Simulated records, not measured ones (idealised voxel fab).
process module | voxel air gaps
cross-section cut | 265 nm wide | cells 5 nm
A cross-section is a grid of square cells, given in bands from the top down. A band is one or more rows of cells.
Each band's line starts with the height of the band's top and of its bottom, in nm. Then come its materials from left to right, each with its width in nm. One material with "throughout" fills the band from edge to edge. "air" is empty space.
Height 0 is the level under which the wafer as received is all one material. The lowest band goes on downwards, as in "0 down".
A width such as "30 to 40" changes by the same amount from each row of cells to the next, from the band's top row to its bottom row.
"no change" after a step means that no cell of the cross-section changed.
closed voids: empty space of 8 cells or more with no open way to the top, each as width x height at its distance from the left edge, in nm
after a step's settings: what the simulator itself notes on the step
overlay nm, on a step with a mask: how far to the right of its planned place the mask lay; to the left if negative
plan
1 op RECEIVE | material Si
2 op CONFORMAL_DEP | material SiO2 | thk nm 10
3 op CONFORMAL_DEP | material SiCN | thk nm 5
4 op DIRECTIONAL_DEP | material lowk | thk nm 40
5 op MASKED_ETCH | tone open | mask id LINES | width nm 20 | pitch nm 45 | etch materials lowk | depth nm 40 | overlay nm 0
6 op CONFORMAL_DEP | material TiN | thk nm 5
7 op FILL_DEP | material W | thk nm 5
8 op CMP | height nm 55
9 op EPI | material Ru | thk nm 10
10 op SELECTIVE_ETCH | etch materials lowk | depth nm 50
11 op CONFORMAL_DEP | material SiCN | thk nm 5
as received, after step 1
  0 down: Si throughout
  closed voids: none
a wafer at the end: this start, this plan, one mistake
  60 to 55: air 60 | SiCN 140 | air 65
  55 to 45: air 60 | SiCN 5 | Ru 40 | SiCN 5 | Ru 40 | SiCN 5 | Ru 40 | SiCN 5 | air 65
  45 to 40: air 60 | SiCN 15 | TiN 5 | W 10 | TiN 5 | SiCN 25 | TiN 5 | W 10 | TiN 5 | SiCN 25 | TiN 5 | W 10 | TiN 5 | SiCN 15 | air 65
  40 to 20: air 70 | SiCN 5 | TiN 5 | W 10 | TiN 5 | SiCN 5 | air 15 | SiCN 5 | TiN 5 | W 10 | TiN 5 | SiCN 5 | air 15 | SiCN 5 | TiN 5 | W 10 | TiN 5 | SiCN 5 | air 75
  20 to 15: SiCN 75 | TiN 20 | SiCN 25 | TiN 20 | SiCN 25 | TiN 20 | SiCN 80
  15 to 10: SiCN throughout
  10 to 0: SiO2 throughout
  0 down: Si throughout
  closed voids: 15 x 20 at 100; 15 x 20 at 145
what went wrong: step 8 ran as: op CMP | height nm 45
